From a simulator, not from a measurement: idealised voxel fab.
process module | voxel wiring stack
cross-section cut | 240 nm wide | cells 5 nm
A cross-section is a grid of square cells, given in bands from the top down. A band is one or more rows of cells.
Each band's line starts with the height of the band's top and of its bottom, in nm. Then come its materials from left to right, each with its width in nm. One material with "throughout" fills the band from edge to edge. "air" is empty space.
Height 0 is the level under which the wafer as received is all one material. The lowest band goes on downwards, as in "0 down".
A width such as "30 to 40" changes by the same amount from each row of cells to the next, from the band's top row to its bottom row.
"no change" after a step means that no cell of the cross-section changed.
closed voids: empty space of 8 cells or more with no open way to the top, each as width x height at its distance from the left edge, in nm
after a step's settings: what the simulator itself notes on the step
overlay nm, on a step with a mask: how far to the right of its planned place the mask lay; to the left if negative
plan
1 op RECEIVE | material Si
2 op CONFORMAL_DEP | material SiO2 | thk nm 10
3 op DIRECTIONAL_DEP | material TiN | thk nm 5
4 op DIRECTIONAL_DEP | material W | thk nm 25
5 op DIRECTIONAL_DEP | material aC | thk nm 15
6 op PATTERN | tone cover | mask id METAL_1 | material resist | width nm 25 | pitch nm 40 | thk nm 30 | overlay nm 0
7 op DIRECTIONAL_ETCH | etch materials aC | depth nm 15
8 op STRIP | etch materials resist
9 op DIRECTIONAL_ETCH | etch materials W | depth nm 25
10 op DIRECTIONAL_ETCH | etch materials TiN | depth nm 5
11 op STRIP | etch materials aC
12 op CONFORMAL_DEP | material SiCN | thk nm 5
13 op FILL_DEP | material lowk | thk nm 5
14 op CMP | height nm 40
15 op CONFORMAL_DEP | material SiCN | thk nm 5
16 op DIRECTIONAL_DEP | material SiO2 | thk nm 20
17 op MASKED_ETCH | tone open | mask id PLUG_1 | width nm 15 | pitch nm 80 | etch materials SiO2 | depth nm 20 | overlay nm 0
18 op MASKED_ETCH | tone open | mask id PLUG_1 | width nm 15 | pitch nm 80 | etch materials SiCN | depth nm 5 | overlay nm 0
19 op EPI | material Ru | thk nm 10
20 op EPI | material Ru | thk nm 10
21 op EPI | material Ru | thk nm 5
22 op CONFORMAL_DEP | material SiN | thk nm 5
23 op DIRECTIONAL_DEP | material lowk | thk nm 20
24 op DIRECTIONAL_DEP | material aC | thk nm 15
25 op PATTERN | tone open | mask id METAL_2 | material resist | width nm 25 | pitch nm 40 | thk nm 35 | overlay nm 0
26 op DIRECTIONAL_ETCH | etch materials aC | depth nm 15
27 op STRIP | etch materials resist
28 op DIRECTIONAL_ETCH | etch materials lowk | depth nm 20
29 op DIRECTIONAL_ETCH | etch materials SiN | depth nm 5
30 op STRIP | etch materials aC
31 op CONFORMAL_DEP | material TiN | thk nm 5
32 op FILL_DEP | material Cu | thk nm 10
33 op CMP | height nm 90
34 op EPI | material Ru | thk nm 5
35 op FILL_DEP | material SiCN | thk nm 5
first wafer, as planned
as received, after step 1
  0 down: Si throughout
  closed voids: none
after step 2
  10 to 0: SiO2 throughout
  below 0: unchanged
after step 3
  15 to 10: TiN throughout
  below 10: unchanged
after step 4
  40 to 15: W throughout
  below 15: unchanged
after step 5
  55 to 40: aC throughout
  below 40: unchanged
after step 6
  85 to 55: air 45 | resist 25 | air 15 | resist 25 | air 15 | resist 25 | air 15 | resist 25 | air 50
  below 55: unchanged
after step 7
  70 to 55: air 45 | resist 25 | air 15 | resist 25 | air 15 | resist 25 | air 15 | resist 25 | air 50
  55 to 40: air 45 | aC 25 | air 15 | aC 25 | air 15 | aC 25 | air 15 | aC 25 | air 50
  below 40: unchanged
after step 8
  55 to 40: air 45 | aC 25 | air 15 | aC 25 | air 15 | aC 25 | air 15 | aC 25 | air 50
  below 40: unchanged
after step 9
  55 to 40: air 45 | aC 25 | air 15 | aC 25 | air 15 | aC 25 | air 15 | aC 25 | air 50
  40 to 15: air 45 | W 25 | air 15 | W 25 | air 15 | W 25 | air 15 | W 25 | air 50
  below 15: unchanged
after step 10
  55 to 40: air 45 | aC 25 | air 15 | aC 25 | air 15 | aC 25 | air 15 | aC 25 | air 50
  40 to 15: air 45 | W 25 | air 15 | W 25 | air 15 | W 25 | air 15 | W 25 | air 50
  15 to 10: air 45 | TiN 25 | air 15 | TiN 25 | air 15 | TiN 25 | air 15 | TiN 25 | air 50
  below 10: unchanged
after step 11
  40 to 15: air 45 | W 25 | air 15 | W 25 | air 15 | W 25 | air 15 | W 25 | air 50
  below 15: unchanged
after step 12
  45 to 40: air 40 | SiCN 35 | air 5 | SiCN 35 | air 5 | SiCN 35 | air 5 | SiCN 35 | air 45
  40 to 15: air 40 | SiCN 5 | W 25 | SiCN 5 | air 5 | SiCN 5 | W 25 | SiCN 5 | air 5 | SiCN 5 | W 25 | SiCN 5 | air 5 | SiCN 5 | W 25 | SiCN 5 | air 45
  15 to 10: SiCN 45 | TiN 25 | SiCN 15 | TiN 25 | SiCN 15 | TiN 25 | SiCN 15 | TiN 25 | SiCN 50
  below 10: unchanged
after step 13
  50 to 45: lowk throughout
  45 to 40: lowk 40 | SiCN 35 | lowk 5 | SiCN 35 | lowk 5 | SiCN 35 | lowk 5 | SiCN 35 | lowk 45
  40 to 15: lowk 40 | SiCN 5 | W 25 | SiCN 5 | lowk 5 | SiCN 5 | W 25 | SiCN 5 | lowk 5 | SiCN 5 | W 25 | SiCN 5 | lowk 5 | SiCN 5 | W 25 | SiCN 5 | lowk 45
  below 15: unchanged
after step 14
  40 to 15: lowk 40 | SiCN 5 | W 25 | SiCN 5 | lowk 5 | SiCN 5 | W 25 | SiCN 5 | lowk 5 | SiCN 5 | W 25 | SiCN 5 | lowk 5 | SiCN 5 | W 25 | SiCN 5 | lowk 45
  below 15: unchanged
after step 15
  45 to 40: SiCN throughout
  below 40: unchanged
after step 16
  65 to 45: SiO2 throughout
  below 45: unchanged
after step 17
  65 to 45: SiO2 45 | air 15 | SiO2 65 | air 15 | SiO2 100
  below 45: unchanged
after step 18
  65 to 45: SiO2 45 | air 15 | SiO2 65 | air 15 | SiO2 100
  45 to 40: SiCN 45 | air 15 | SiCN 65 | air 15 | SiCN 100
  below 40: unchanged
after step 19
  65 to 50: SiO2 45 | air 15 | SiO2 65 | air 15 | SiO2 100
  50 to 45: SiO2 45 | Ru 15 | SiO2 65 | Ru 15 | SiO2 100
  45 to 40: SiCN 45 | Ru 15 | SiCN 65 | Ru 15 | SiCN 100
  below 40: unchanged
after step 20
  65 to 60: SiO2 45 | air 15 | SiO2 65 | air 15 | SiO2 100
  60 to 45: SiO2 45 | Ru 15 | SiO2 65 | Ru 15 | SiO2 100
  below 45: unchanged
after step 21
  65 to 45: SiO2 45 | Ru 15 | SiO2 65 | Ru 15 | SiO2 100
  below 45: unchanged
after step 22
  70 to 65: SiN throughout
  below 65: unchanged
after step 23
  90 to 70: lowk throughout
  below 70: unchanged
after step 24
  105 to 90: aC throughout
  below 90: unchanged
after step 25
  140 to 105: resist 45 | air 25 | resist 15 | air 25 | resist 15 | air 25 | resist 15 | air 25 | resist 50
  below 105: unchanged
after step 26
  125 to 105: resist 45 | air 25 | resist 15 | air 25 | resist 15 | air 25 | resist 15 | air 25 | resist 50
  105 to 90: aC 45 | air 25 | aC 15 | air 25 | aC 15 | air 25 | aC 15 | air 25 | aC 50
  below 90: unchanged
after step 27
  105 to 90: aC 45 | air 25 | aC 15 | air 25 | aC 15 | air 25 | aC 15 | air 25 | aC 50
  below 90: unchanged
after step 28
  105 to 90: aC 45 | air 25 | aC 15 | air 25 | aC 15 | air 25 | aC 15 | air 25 | aC 50
  90 to 70: lowk 45 | air 25 | lowk 15 | air 25 | lowk 15 | air 25 | lowk 15 | air 25 | lowk 50
  below 70: unchanged
after step 29
  105 to 90: aC 45 | air 25 | aC 15 | air 25 | aC 15 | air 25 | aC 15 | air 25 | aC 50
  90 to 70: lowk 45 | air 25 | lowk 15 | air 25 | lowk 15 | air 25 | lowk 15 | air 25 | lowk 50
  70 to 65: SiN 45 | air 25 | SiN 15 | air 25 | SiN 15 | air 25 | SiN 15 | air 25 | SiN 50
  below 65: unchanged
after step 30
  90 to 70: lowk 45 | air 25 | lowk 15 | air 25 | lowk 15 | air 25 | lowk 15 | air 25 | lowk 50
  below 70: unchanged
after step 31
  95 to 90: TiN 50 | air 15 | TiN 25 | air 15 | TiN 25 | air 15 | TiN 25 | air 15 | TiN 55
  90 to 70: lowk 45 | TiN 5 | air 15 | TiN 5 | lowk 15 | TiN 5 | air 15 | TiN 5 | lowk 15 | TiN 5 | air 15 | TiN 5 | lowk 15 | TiN 5 | air 15 | TiN 5 | lowk 50
  70 to 65: SiN 45 | TiN 25 | SiN 15 | TiN 25 | SiN 15 | TiN 25 | SiN 15 | TiN 25 | SiN 50
  below 65: unchanged
after step 32
  105 to 95: Cu throughout
  95 to 90: TiN 50 | Cu 15 | TiN 25 | Cu 15 | TiN 25 | Cu 15 | TiN 25 | Cu 15 | TiN 55
  90 to 70: lowk 45 | TiN 5 | Cu 15 | TiN 5 | lowk 15 | TiN 5 | Cu 15 | TiN 5 | lowk 15 | TiN 5 | Cu 15 | TiN 5 | lowk 15 | TiN 5 | Cu 15 | TiN 5 | lowk 50
  below 70: unchanged
after step 33
  90 to 70: lowk 45 | TiN 5 | Cu 15 | TiN 5 | lowk 15 | TiN 5 | Cu 15 | TiN 5 | lowk 15 | TiN 5 | Cu 15 | TiN 5 | lowk 15 | TiN 5 | Cu 15 | TiN 5 | lowk 50
  below 70: unchanged
after step 34
  95 to 90: air 40 | Ru 35 | air 5 | Ru 35 | air 5 | Ru 35 | air 5 | Ru 35 | air 45
  below 90: unchanged
after step 35
  100 to 95: SiCN throughout
  95 to 90: SiCN 40 | Ru 35 | SiCN 5 | Ru 35 | SiCN 5 | Ru 35 | SiCN 5 | Ru 35 | SiCN 45
  below 90: unchanged
second wafer: like start, like plan, one mistake. Through step 34 it matches the first wafer
when step 35 should have ended
  100 to 95: SiO2 throughout
  95 to 90: SiO2 40 | Ru 35 | SiO2 5 | Ru 35 | SiO2 5 | Ru 35 | SiO2 5 | Ru 35 | SiO2 45
  below 90: unchanged
what went wrong: step 35 ran as: op FILL_DEP | material SiO2 | thk nm 5
at the end the second wafer has, in cells: 68 fewer of SiCN | 68 more of SiO2
